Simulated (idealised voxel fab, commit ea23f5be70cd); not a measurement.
The process module presented herein is designated voxel wiring stack.
Xsec cut, 220 nm wide, square cell size 5 nm.
Just so we're on the same page, the cross-sections are grids of square cells, and they're listed out in bands top to bottom, each band one or more rows deep. Heads up on the band format: heights come first, top then bottom, in nm. After that it's the materials left to right, each with its width in nm. A single material flagged "full width" fills the whole band edge to edge, and "air" means there's empty space there. It should be noted that heights are counted from 0, beneath which the wafer as supplied is of one material throughout, and that the lowest band possesses no lower boundary but continues downward, as written in "0 and below". Think of "30..40" as a width that walks from the first number to the second as you go down the band, top row to bottom row, taking equal-sized steps from row to row. "nothing was modified" (step): cross-section cells unchanged, all of them. "Sealed void list" specifies each empty space that is not open to the top and that occupies no fewer than 8 cells, using the form width x height at distance, the distance measured from the left edge and all three quantities in nm. If you see something after the settings on a step's line, that's the simulator's own remark about that step. The line of a step may include "overlay nm". On a step with a mask, this value is how far to the right of its planned place the mask lay. A negative value means the mask lay to the left.
Plan:
step 1: RECEIVE,material Si
step 2: CONFORMAL_DEP,material SiO2,thk nm 10
step 3: DIRECTIONAL_DEP,material TiN,thk nm 5
step 4: DIRECTIONAL_DEP,material Ru,thk nm 15
step 5: MASKED_ETCH,tone cover,mask id METAL_1,width nm 30,pitch nm 50,etch materials Ru,depth nm 15,overlay nm 0
step 6: MASKED_ETCH,tone cover,mask id METAL_1,width nm 30,pitch nm 50,etch materials TiN,depth nm 5,overlay nm 0
step 7: FILL_DEP,material lowk,thk nm 5
step 8: CMP,height nm 30
step 9: CONFORMAL_DEP,material SiCN,thk nm 5
step 10: DIRECTIONAL_DEP,material lowk,thk nm 10
step 11: MASKED_ETCH,tone open,mask id PLUG_1,width nm 15,pitch nm 50,etch materials lowk,depth nm 10,overlay nm 0
step 12: MASKED_ETCH,tone open,mask id PLUG_1,width nm 15,pitch nm 50,etch materials SiCN,depth nm 5,overlay nm 0
step 13: EPI,material Ru,thk nm 10
step 14: EPI,material Ru,thk nm 5
step 15: DIRECTIONAL_DEP,material TiN,thk nm 5
step 16: DIRECTIONAL_DEP,material Ru,thk nm 20
step 17: DIRECTIONAL_DEP,material aC,thk nm 10
step 18: PATTERN,tone cover,mask id METAL_2,material resist,width nm 30,pitch nm 50,thk nm 30,overlay nm 0
step 19: DIRECTIONAL_ETCH,etch materials aC,depth nm 10
step 20: STRIP,etch materials resist
step 21: DIRECTIONAL_ETCH,etch materials Ru,depth nm 20
step 22: DIRECTIONAL_ETCH,etch materials TiN,depth nm 5
step 23: STRIP,etch materials aC
step 24: CONFORMAL_DEP,material SiN,thk nm 5
step 25: FILL_DEP,material SiO2,thk nm 5
step 26: CMP,height nm 70
step 27: CONFORMAL_DEP,material SiCN,thk nm 5
step 28: DIRECTIONAL_DEP,material lowk,thk nm 20
step 29: PATTERN,tone open,mask id PLUG_2,material resist,width nm 15,pitch nm 50,thk nm 20,overlay nm 0
step 30: DIRECTIONAL_ETCH,etch materials lowk,depth nm 20
step 31: DIRECTIONAL_ETCH,etch materials SiCN,depth nm 5
step 32: STRIP,etch materials resist
step 33: EPI,material Ru,thk nm 10
step 34: EPI,material Ru,thk nm 10
step 35: EPI,material Ru,thk nm 5
step 36: CONFORMAL_DEP,material SiCN,thk nm 5
step 37: DIRECTIONAL_DEP,material lowk,thk nm 25
step 38: MASKED_ETCH,tone open,mask id METAL_3,width nm 30,pitch nm 50,etch materials lowk,depth nm 25,overlay nm 0
step 39: MASKED_ETCH,tone open,mask id METAL_3,width nm 30,pitch nm 50,etch materials SiCN,depth nm 5,overlay nm 0
step 40: CONFORMAL_DEP,material TiN,thk nm 5
step 41: FILL_DEP,material W,thk nm 5
step 42: CMP,height nm 125
step 43: EPI,material Ru,thk nm 5
step 44: FILL_DEP,material SiCN,thk nm 5
First of two wafers, processed according to plan:
Cross-section, incoming material, after step 1:
> 0 and below | Si full width
> Sealed void list: none
The wafer in cross-section once step 2 is complete:
> 10 down to 0 | SiO2 full width
> below 0: unchanged
The wafer in cross-section once step 3 is complete:
> 15 down to 10 | TiN full width
> below 10: unchanged
The wafer in cross-section once step 4 is complete:
> 30 down to 15 | Ru full width
> below 15: unchanged
The wafer in cross-section once step 5 is complete:
> 30 down to 15 | air: 45, then Ru: 30, then air: 20, then Ru: 30, then air: 20, then Ru: 30, then air: 45
> below 15: unchanged
The wafer in cross-section once step 6 is complete:
> 30 down to 15 | air: 45, then Ru: 30, then air: 20, then Ru: 30, then air: 20, then Ru: 30, then air: 45
> 15 down to 10 | air: 45, then TiN: 30, then air: 20, then TiN: 30, then air: 20, then TiN: 30, then air: 45
> below 10: unchanged
The wafer in cross-section once step 7 is complete:
> 35 down to 30 | lowk full width
> 30 down to 15 | lowk: 45, then Ru: 30, then lowk: 20, then Ru: 30, then lowk: 20, then Ru: 30, then lowk: 45
> 15 down to 10 | lowk: 45, then TiN: 30, then lowk: 20, then TiN: 30, then lowk: 20, then TiN: 30, then lowk: 45
> below 10: unchanged
The wafer in cross-section once step 8 is complete:
> 30 down to 15 | lowk: 45, then Ru: 30, then lowk: 20, then Ru: 30, then lowk: 20, then Ru: 30, then lowk: 45
> below 15: unchanged
The wafer in cross-section once step 9 is complete:
> 35 down to 30 | SiCN full width
> below 30: unchanged
The wafer in cross-section once step 10 is complete:
> 45 down to 35 | lowk full width
> below 35: unchanged
The wafer in cross-section once step 11 is complete:
> 45 down to 35 | lowk: 45, then air: 15, then lowk: 35, then air: 15, then lowk: 35, then air: 15, then lowk: 60
> below 35: unchanged
The wafer in cross-section once step 12 is complete:
> 45 down to 35 | lowk: 45, then air: 15, then lowk: 35, then air: 15, then lowk: 35, then air: 15, then lowk: 60
> 35 down to 30 | SiCN: 45, then air: 15, then SiCN: 35, then air: 15, then SiCN: 35, then air: 15, then SiCN: 60
> below 30: unchanged
The wafer in cross-section once step 13 is complete:
> 45 down to 40 | lowk: 45, then air: 15, then lowk: 35, then air: 15, then lowk: 35, then air: 15, then lowk: 60
> 40 down to 35 | lowk: 45, then Ru: 15, then lowk: 35, then Ru: 15, then lowk: 35, then Ru: 15, then lowk: 60
> 35 down to 30 | SiCN: 45, then Ru: 15, then SiCN: 35, then Ru: 15, then SiCN: 35, then Ru: 15, then SiCN: 60
> below 30: unchanged
The wafer in cross-section once step 14 is complete:
> 45 down to 35 | lowk: 45, then Ru: 15, then lowk: 35, then Ru: 15, then lowk: 35, then Ru: 15, then lowk: 60
> below 35: unchanged
The wafer in cross-section once step 15 is complete:
> 50 down to 45 | TiN full width
> below 45: unchanged
The wafer in cross-section once step 16 is complete:
> 70 down to 50 | Ru full width
> below 50: unchanged
The wafer in cross-section once step 17 is complete:
> 80 down to 70 | aC full width
> below 70: unchanged
The wafer in cross-section once step 18 is complete:
> 110 down to 80 | air: 45, then resist: 30, then air: 20, then resist: 30, then air: 20, then resist: 30, then air: 45
> below 80: unchanged
The wafer in cross-section once step 19 is complete:
> 100 down to 80 | air: 45, then resist: 30, then air: 20, then resist: 30, then air: 20, then resist: 30, then air: 45
> 80 down to 70 | air: 45, then aC: 30, then air: 20, then aC: 30, then air: 20, then aC: 30, then air: 45
> below 70: unchanged
The wafer in cross-section once step 20 is complete:
> 80 down to 70 | air: 45, then aC: 30, then air: 20, then aC: 30, then air: 20, then aC: 30, then air: 45
> below 70: unchanged
The wafer in cross-section once step 21 is complete:
> 80 down to 70 | air: 45, then aC: 30, then air: 20, then aC: 30, then air: 20, then aC: 30, then air: 45
> 70 down to 50 | air: 45, then Ru: 30, then air: 20, then Ru: 30, then air: 20, then Ru: 30, then air: 45
> below 50: unchanged
The wafer in cross-section once step 22 is complete:
> 80 down to 70 | air: 45, then aC: 30, then air: 20, then aC: 30, then air: 20, then aC: 30, then air: 45
> 70 down to 50 | air: 45, then Ru: 30, then air: 20, then Ru: 30, then air: 20, then Ru: 30, then air: 45
> 50 down to 45 | air: 45, then TiN: 30, then air: 20, then TiN: 30, then air: 20, then TiN: 30, then air: 45
> below 45: unchanged
The wafer in cross-section once step 23 is complete:
> 70 down to 50 | air: 45, then Ru: 30, then air: 20, then Ru: 30, then air: 20, then Ru: 30, then air: 45
> below 50: unchanged
The wafer in cross-section once step 24 is complete:
> 75 down to 70 | air: 40, then SiN: 40, then air: 10, then SiN: 40, then air: 10, then SiN: 40, then air: 40
> 70 down to 50 | air: 40, then SiN: 5, then Ru: 30, then SiN: 5, then air: 10, then SiN: 5, then Ru: 30, then SiN: 5, then air: 10, then SiN: 5, then Ru: 30, then SiN: 5, then air: 40
> 50 down to 45 | SiN: 45, then TiN: 30, then SiN: 20, then TiN: 30, then SiN: 20, then TiN: 30, then SiN: 45
> below 45: unchanged
The wafer in cross-section once step 25 is complete:
> 80 down to 75 | SiO2 full width
> 75 down to 70 | SiO2: 40, then SiN: 40, then SiO2: 10, then SiN: 40, then SiO2: 10, then SiN: 40, then SiO2: 40
> 70 down to 50 | SiO2: 40, then SiN: 5, then Ru: 30, then SiN: 5, then SiO2: 10, then SiN: 5, then Ru: 30, then SiN: 5, then SiO2: 10, then SiN: 5, then Ru: 30, then SiN: 5, then SiO2: 40
> below 50: unchanged
The wafer in cross-section once step 26 is complete:
> 70 down to 50 | SiO2: 40, then SiN: 5, then Ru: 30, then SiN: 5, then SiO2: 10, then SiN: 5, then Ru: 30, then SiN: 5, then SiO2: 10, then SiN: 5, then Ru: 30, then SiN: 5, then SiO2: 40
> below 50: unchanged
The wafer in cross-section once step 27 is complete:
> 75 down to 70 | SiCN full width
> below 70: unchanged
The wafer in cross-section once step 28 is complete:
> 95 down to 75 | lowk full width
> below 75: unchanged
The wafer in cross-section once step 29 is complete:
> 115 down to 95 | resist: 45, then air: 15, then resist: 35, then air: 15, then resist: 35, then air: 15, then resist: 60
> below 95: unchanged
The wafer in cross-section once step 30 is complete:
> 115 down to 95 | resist: 45, then air: 15, then resist: 35, then air: 15, then resist: 35, then air: 15, then resist: 60
> 95 down to 75 | lowk: 45, then air: 15, then lowk: 35, then air: 15, then lowk: 35, then air: 15, then lowk: 60
> below 75: unchanged
The wafer in cross-section once step 31 is complete:
> 115 down to 95 | resist: 45, then air: 15, then resist: 35, then air: 15, then resist: 35, then air: 15, then resist: 60
> 95 down to 75 | lowk: 45, then air: 15, then lowk: 35, then air: 15, then lowk: 35, then air: 15, then lowk: 60
> 75 down to 70 | SiCN: 45, then air: 15, then SiCN: 35, then air: 15, then SiCN: 35, then air: 15, then SiCN: 60
> below 70: unchanged
The wafer in cross-section once step 32 is complete:
> 95 down to 75 | lowk: 45, then air: 15, then lowk: 35, then air: 15, then lowk: 35, then air: 15, then lowk: 60
> below 75: unchanged
The wafer in cross-section once step 33 is complete:
> 95 down to 80 | lowk: 45, then air: 15, then lowk: 35, then air: 15, then lowk: 35, then air: 15, then lowk: 60
> 80 down to 75 | lowk: 45, then Ru: 15, then lowk: 35, then Ru: 15, then lowk: 35, then Ru: 15, then lowk: 60
> 75 down to 70 | SiCN: 45, then Ru: 15, then SiCN: 35, then Ru: 15, then SiCN: 35, then Ru: 15, then SiCN: 60
> below 70: unchanged
The wafer in cross-section once step 34 is complete:
> 95 down to 90 | lowk: 45, then air: 15, then lowk: 35, then air: 15, then lowk: 35, then air: 15, then lowk: 60
> 90 down to 75 | lowk: 45, then Ru: 15, then lowk: 35, then Ru: 15, then lowk: 35, then Ru: 15, then lowk: 60
> below 75: unchanged
The wafer in cross-section once step 35 is complete:
> 95 down to 75 | lowk: 45, then Ru: 15, then lowk: 35, then Ru: 15, then lowk: 35, then Ru: 15, then lowk: 60
> below 75: unchanged
The wafer in cross-section once step 36 is complete:
> 100 down to 95 | SiCN full width
> below 95: unchanged
The wafer in cross-section once step 37 is complete:
> 125 down to 100 | lowk full width
> below 100: unchanged
The wafer in cross-section once step 38 is complete:
> 125 down to 100 | lowk: 45, then air: 30, then lowk: 20, then air: 30, then lowk: 20, then air: 30, then lowk: 45
> below 100: unchanged
The wafer in cross-section once step 39 is complete:
> 125 down to 100 | lowk: 45, then air: 30, then lowk: 20, then air: 30, then lowk: 20, then air: 30, then lowk: 45
> 100 down to 95 | SiCN: 45, then air: 30, then SiCN: 20, then air: 30, then SiCN: 20, then air: 30, then SiCN: 45
> below 95: unchanged
The wafer in cross-section once step 40 is complete:
> 130 down to 125 | TiN: 50, then air: 20, then TiN: 30, then air: 20, then TiN: 30, then air: 20, then TiN: 50
> 125 down to 100 | lowk: 45, then TiN: 5, then air: 20, then TiN: 5, then lowk: 20, then TiN: 5, then air: 20, then TiN: 5, then lowk: 20, then TiN: 5, then air: 20, then TiN: 5, then lowk: 45
> 100 down to 95 | SiCN: 45, then TiN: 30, then SiCN: 20, then TiN: 30, then SiCN: 20, then TiN: 30, then SiCN: 45
> below 95: unchanged
The wafer in cross-section once step 41 is complete:
> 135 down to 130 | W full width
> 130 down to 125 | TiN: 50, then W: 20, then TiN: 30, then W: 20, then TiN: 30, then W: 20, then TiN: 50
> 125 down to 100 | lowk: 45, then TiN: 5, then W: 20, then TiN: 5, then lowk: 20, then TiN: 5, then W: 20, then TiN: 5, then lowk: 20, then TiN: 5, then W: 20, then TiN: 5, then lowk: 45
> below 100: unchanged
The wafer in cross-section once step 42 is complete:
> 125 down to 100 | lowk: 45, then TiN: 5, then W: 20, then TiN: 5, then lowk: 20, then TiN: 5, then W: 20, then TiN: 5, then lowk: 20, then TiN: 5, then W: 20, then TiN: 5, then lowk: 45
> below 100: unchanged
The wafer in cross-section once step 43 is complete:
> 130 down to 125 | air: 40, then Ru: 40, then air: 10, then Ru: 40, then air: 10, then Ru: 40, then air: 40
> below 125: unchanged
The wafer in cross-section once step 44 is complete:
> 135 down to 130 | SiCN full width
> 130 down to 125 | SiCN: 40, then Ru: 40, then SiCN: 10, then Ru: 40, then SiCN: 10, then Ru: 40, then SiCN: 40
> below 125: unchanged
Wafer two. Identical start, identical plan. One mistake in execution. Identical history through step 8:
Second wafer: cross-section at the scheduled end of step 9:
> 35 down to 30 | SiO2 full width
> below 30: unchanged
Second wafer: cross-section at the scheduled end of step 10:
> 45 down to 35 | lowk full width
> below 35: unchanged
Second wafer: cross-section at the scheduled end of step 11:
> 45 down to 35 | lowk: 45, then air: 15, then lowk: 35, then air: 15, then lowk: 35, then air: 15, then lowk: 60
> below 35: unchanged
Second wafer: cross-section at the scheduled end of step 12: nothing was modified
Second wafer: cross-section at the scheduled end of step 13: nothing was modified
Second wafer: cross-section at the scheduled end of step 14: nothing was modified
Second wafer: cross-section at the scheduled end of step 15:
> 50 down to 45 | TiN: 45, then air: 15, then TiN: 35, then air: 15, then TiN: 35, then air: 15, then TiN: 60
> 45 down to 40 | lowk: 45, then air: 15, then lowk: 35, then air: 15, then lowk: 35, then air: 15, then lowk: 60
> 40 down to 35 | lowk: 45, then TiN: 15, then lowk: 35, then TiN: 15, then lowk: 35, then TiN: 15, then lowk: 60
> below 35: unchanged
Second wafer: cross-section at the scheduled end of step 16:
> 70 down to 60 | Ru: 45, then air: 15, then Ru: 35, then air: 15, then Ru: 35, then air: 15, then Ru: 60
> 60 down to 50 | Ru full width
> 50 down to 45 | TiN: 45, then Ru: 15, then TiN: 35, then Ru: 15, then TiN: 35, then Ru: 15, then TiN: 60
> 45 down to 40 | lowk: 45, then Ru: 15, then lowk: 35, then Ru: 15, then lowk: 35, then Ru: 15, then lowk: 60
> below 40: unchanged
Second wafer: cross-section at the scheduled end of step 17:
> 80 down to 70 | aC: 45, then air: 15, then aC: 35, then air: 15, then aC: 35, then air: 15, then aC: 60
> 70 down to 60 | Ru: 45, then aC: 15, then Ru: 35, then aC: 15, then Ru: 35, then aC: 15, then Ru: 60
> below 60: unchanged
Second wafer: cross-section at the scheduled end of step 18:
> 110 down to 80 | air: 45, then resist: 30, then air: 20, then resist: 30, then air: 20, then resist: 30, then air: 45
> 80 down to 70 | aC: 45, then resist: 15, then aC: 35, then resist: 15, then aC: 35, then resist: 15, then aC: 60
> below 70: unchanged
Second wafer: cross-section at the scheduled end of step 19:
> 100 down to 80 | air: 45, then resist: 30, then air: 20, then resist: 30, then air: 20, then resist: 30, then air: 45
> 80 down to 70 | air: 45, then resist: 15, then aC: 15, then air: 20, then resist: 15, then aC: 15, then air: 20, then resist: 15, then aC: 15, then air: 45
> below 70: unchanged
Second wafer: cross-section at the scheduled end of step 20:
> 80 down to 70 | air: 60, then aC: 15, then air: 35, then aC: 15, then air: 35, then aC: 15, then air: 45
> below 70: unchanged
Second wafer: cross-section at the scheduled end of step 21:
> 80 down to 70 | air: 60, then aC: 15, then air: 35, then aC: 15, then air: 35, then aC: 15, then air: 45
> 70 down to 60 | air: 45, then aC: 15, then Ru: 15, then air: 20, then aC: 15, then Ru: 15, then air: 20, then aC: 15, then Ru: 15, then air: 45
> 60 down to 50 | air: 45, then Ru: 30, then air: 20, then Ru: 30, then air: 20, then Ru: 30, then air: 45
> below 50: unchanged
Second wafer: cross-section at the scheduled end of step 22:
> 80 down to 70 | air: 60, then aC: 15, then air: 35, then aC: 15, then air: 35, then aC: 15, then air: 45
> 70 down to 60 | air: 45, then aC: 15, then Ru: 15, then air: 20, then aC: 15, then Ru: 15, then air: 20, then aC: 15, then Ru: 15, then air: 45
> 60 down to 50 | air: 45, then Ru: 30, then air: 20, then Ru: 30, then air: 20, then Ru: 30, then air: 45
> 50 down to 45 | air: 45, then Ru: 15, then TiN: 15, then air: 20, then Ru: 15, then TiN: 15, then air: 20, then Ru: 15, then TiN: 15, then air: 45
> below 45: unchanged
Second wafer: cross-section at the scheduled end of step 23:
> 70 down to 60 | air: 60, then Ru: 15, then air: 35, then Ru: 15, then air: 35, then Ru: 15, then air: 45
> below 60: unchanged
Second wafer: cross-section at the scheduled end of step 24:
> 75 down to 70 | air: 55, then SiN: 25, then air: 25, then SiN: 25, then air: 25, then SiN: 25, then air: 40
> 70 down to 60 | air: 55..40, then SiN: 5..20, then Ru: 15, then SiN: 5, then air: 25..10, then SiN: 5..20, then Ru: 15, then SiN: 5, then air: 25..10, then SiN: 5..20, then Ru: 15, then SiN: 5, then air: 40
> 60 down to 50 | air: 40, then SiN: 5, then Ru: 30, then SiN: 5, then air: 10, then SiN: 5, then Ru: 30, then SiN: 5, then air: 10, then SiN: 5, then Ru: 30, then SiN: 5, then air: 40
> 50 down to 45 | SiN: 45, then Ru: 15, then TiN: 15, then SiN: 20, then Ru: 15, then TiN: 15, then SiN: 20, then Ru: 15, then TiN: 15, then SiN: 45
> below 45: unchanged
Second wafer: cross-section at the scheduled end of step 25:
> 80 down to 75 | SiO2 full width
> 75 down to 70 | SiO2: 55, then SiN: 25, then SiO2: 25, then SiN: 25, then SiO2: 25, then SiN: 25, then SiO2: 40
> 70 down to 60 | SiO2: 55..40, then SiN: 5..20, then Ru: 15, then SiN: 5, then SiO2: 25..10, then SiN: 5..20, then Ru: 15, then SiN: 5, then SiO2: 25..10, then SiN: 5..20, then Ru: 15, then SiN: 5, then SiO2: 40
> 60 down to 50 | SiO2: 40, then SiN: 5, then Ru: 30, then SiN: 5, then SiO2: 10, then SiN: 5, then Ru: 30, then SiN: 5, then SiO2: 10, then SiN: 5, then Ru: 30, then SiN: 5, then SiO2: 40
> below 50: unchanged
Second wafer: cross-section at the scheduled end of step 26:
> 70 down to 60 | SiO2: 55..40, then SiN: 5..20, then Ru: 15, then SiN: 5, then SiO2: 25..10, then SiN: 5..20, then Ru: 15, then SiN: 5, then SiO2: 25..10, then SiN: 5..20, then Ru: 15, then SiN: 5, then SiO2: 40
> below 60: unchanged
Second wafer: cross-section at the scheduled end of step 27:
> 75 down to 70 | SiCN full width
> below 70: unchanged
Second wafer: cross-section at the scheduled end of step 28:
> 95 down to 75 | lowk full width
> below 75: unchanged
Second wafer: cross-section at the scheduled end of step 29:
> 115 down to 95 | resist: 45, then air: 15, then resist: 35, then air: 15, then resist: 35, then air: 15, then resist: 60
> below 95: unchanged
Second wafer: cross-section at the scheduled end of step 30:
> 115 down to 95 | resist: 45, then air: 15, then resist: 35, then air: 15, then resist: 35, then air: 15, then resist: 60
> 95 down to 75 | lowk: 45, then air: 15, then lowk: 35, then air: 15, then lowk: 35, then air: 15, then lowk: 60
> below 75: unchanged
Second wafer: cross-section at the scheduled end of step 31:
> 115 down to 95 | resist: 45, then air: 15, then resist: 35, then air: 15, then resist: 35, then air: 15, then resist: 60
> 95 down to 75 | lowk: 45, then air: 15, then lowk: 35, then air: 15, then lowk: 35, then air: 15, then lowk: 60
> 75 down to 70 | SiCN: 45, then air: 15, then SiCN: 35, then air: 15, then SiCN: 35, then air: 15, then SiCN: 60
> below 70: unchanged
Second wafer: cross-section at the scheduled end of step 32:
> 95 down to 75 | lowk: 45, then air: 15, then lowk: 35, then air: 15, then lowk: 35, then air: 15, then lowk: 60
> below 75: unchanged
Second wafer: cross-section at the scheduled end of step 33: nothing was modified
Second wafer: cross-section at the scheduled end of step 34: nothing was modified
Second wafer: cross-section at the scheduled end of step 35: nothing was modified
Second wafer: cross-section at the scheduled end of step 36:
> 100 down to 95 | SiCN: 50, then air: 5, then SiCN: 45, then air: 5, then SiCN: 45, then air: 5, then SiCN: 65
> 95 down to 75 | lowk: 45, then SiCN: 5, then air: 5, then SiCN: 5, then lowk: 35, then SiCN: 5, then air: 5, then SiCN: 5, then lowk: 35, then SiCN: 5, then air: 5, then SiCN: 5, then lowk: 60
> 75 down to 70 | SiCN full width
> below 70: unchanged
Second wafer: cross-section at the scheduled end of step 37:
> 125 down to 100 | lowk: 50, then air: 5, then lowk: 45, then air: 5, then lowk: 45, then air: 5, then lowk: 65
> 100 down to 95 | SiCN: 50, then lowk: 5, then SiCN: 45, then lowk: 5, then SiCN: 45, then lowk: 5, then SiCN: 65
> 95 down to 75 | lowk: 45, then SiCN: 5, then lowk: 5, then SiCN: 5, then lowk: 35, then SiCN: 5, then lowk: 5, then SiCN: 5, then lowk: 35, then SiCN: 5, then lowk: 5, then SiCN: 5, then lowk: 60
> below 75: unchanged
Second wafer: cross-section at the scheduled end of step 38:
> 125 down to 100 | lowk: 45, then air: 30, then lowk: 20, then air: 30, then lowk: 20, then air: 30, then lowk: 45
> 100 down to 95 | SiCN: 50, then air: 5, then SiCN: 45, then air: 5, then SiCN: 45, then air: 5, then SiCN: 65
> 95 down to 75 | lowk: 45, then SiCN: 5, then air: 5, then SiCN: 5, then lowk: 35, then SiCN: 5, then air: 5, then SiCN: 5, then lowk: 35, then SiCN: 5, then air: 5, then SiCN: 5, then lowk: 60
> below 75: unchanged
Second wafer: cross-section at the scheduled end of step 39:
> 125 down to 100 | lowk: 45, then air: 30, then lowk: 20, then air: 30, then lowk: 20, then air: 30, then lowk: 45
> 100 down to 95 | SiCN: 45, then air: 30, then SiCN: 20, then air: 30, then SiCN: 20, then air: 30, then SiCN: 45
> 95 down to 75 | lowk: 45, then SiCN: 5, then air: 5, then SiCN: 5, then lowk: 35, then SiCN: 5, then air: 5, then SiCN: 5, then lowk: 35, then SiCN: 5, then air: 5, then SiCN: 5, then lowk: 60
> 75 down to 70 | SiCN: 50, then air: 5, then SiCN: 45, then air: 5, then SiCN: 45, then air: 5, then SiCN: 65
> below 70: unchanged
Second wafer: cross-section at the scheduled end of step 40:
> 130 down to 125 | TiN: 50, then air: 20, then TiN: 30, then air: 20, then TiN: 30, then air: 20, then TiN: 50
> 125 down to 100 | lowk: 45, then TiN: 5, then air: 20, then TiN: 5, then lowk: 20, then TiN: 5, then air: 20, then TiN: 5, then lowk: 20, then TiN: 5, then air: 20, then TiN: 5, then lowk: 45
> 100 down to 95 | SiCN: 45, then TiN: 30, then SiCN: 20, then TiN: 30, then SiCN: 20, then TiN: 30, then SiCN: 45
> 95 down to 75 | lowk: 45, then SiCN: 5, then TiN: 5, then SiCN: 5, then lowk: 35, then SiCN: 5, then TiN: 5, then SiCN: 5, then lowk: 35, then SiCN: 5, then TiN: 5, then SiCN: 5, then lowk: 60
> 75 down to 70 | SiCN: 50, then TiN: 5, then SiCN: 45, then TiN: 5, then SiCN: 45, then TiN: 5, then SiCN: 65
> below 70: unchanged
Second wafer: cross-section at the scheduled end of step 41:
> 135 down to 130 | W full width
> 130 down to 125 | TiN: 50, then W: 20, then TiN: 30, then W: 20, then TiN: 30, then W: 20, then TiN: 50
> 125 down to 100 | lowk: 45, then TiN: 5, then W: 20, then TiN: 5, then lowk: 20, then TiN: 5, then W: 20, then TiN: 5, then lowk: 20, then TiN: 5, then W: 20, then TiN: 5, then lowk: 45
> below 100: unchanged
Second wafer: cross-section at the scheduled end of step 42:
> 125 down to 100 | lowk: 45, then TiN: 5, then W: 20, then TiN: 5, then lowk: 20, then TiN: 5, then W: 20, then TiN: 5, then lowk: 20, then TiN: 5, then W: 20, then TiN: 5, then lowk: 45
> below 100: unchanged
Second wafer: cross-section at the scheduled end of step 43:
> 130 down to 125 | air: 40, then Ru: 40, then air: 10, then Ru: 40, then air: 10, then Ru: 40, then air: 40
> below 125: unchanged
Second wafer: cross-section at the scheduled end of step 44:
> 135 down to 130 | SiCN full width
> 130 down to 125 | SiCN: 40, then Ru: 40, then SiCN: 10, then Ru: 40, then SiCN: 10, then Ru: 40, then SiCN: 40
> below 125: unchanged
So what did we get wrong on this run? step 9 did not use the planned setting and instead ran as CONFORMAL_DEP,material SiO2,thk nm 5
Once processing is complete, comparing cell counts shows that the second wafer has more or fewer of certain materials than the first: Ru: 72 fewer, SiCN: 5 fewer, SiN: 9 more, SiO2: 53 more, TiN: 15 more
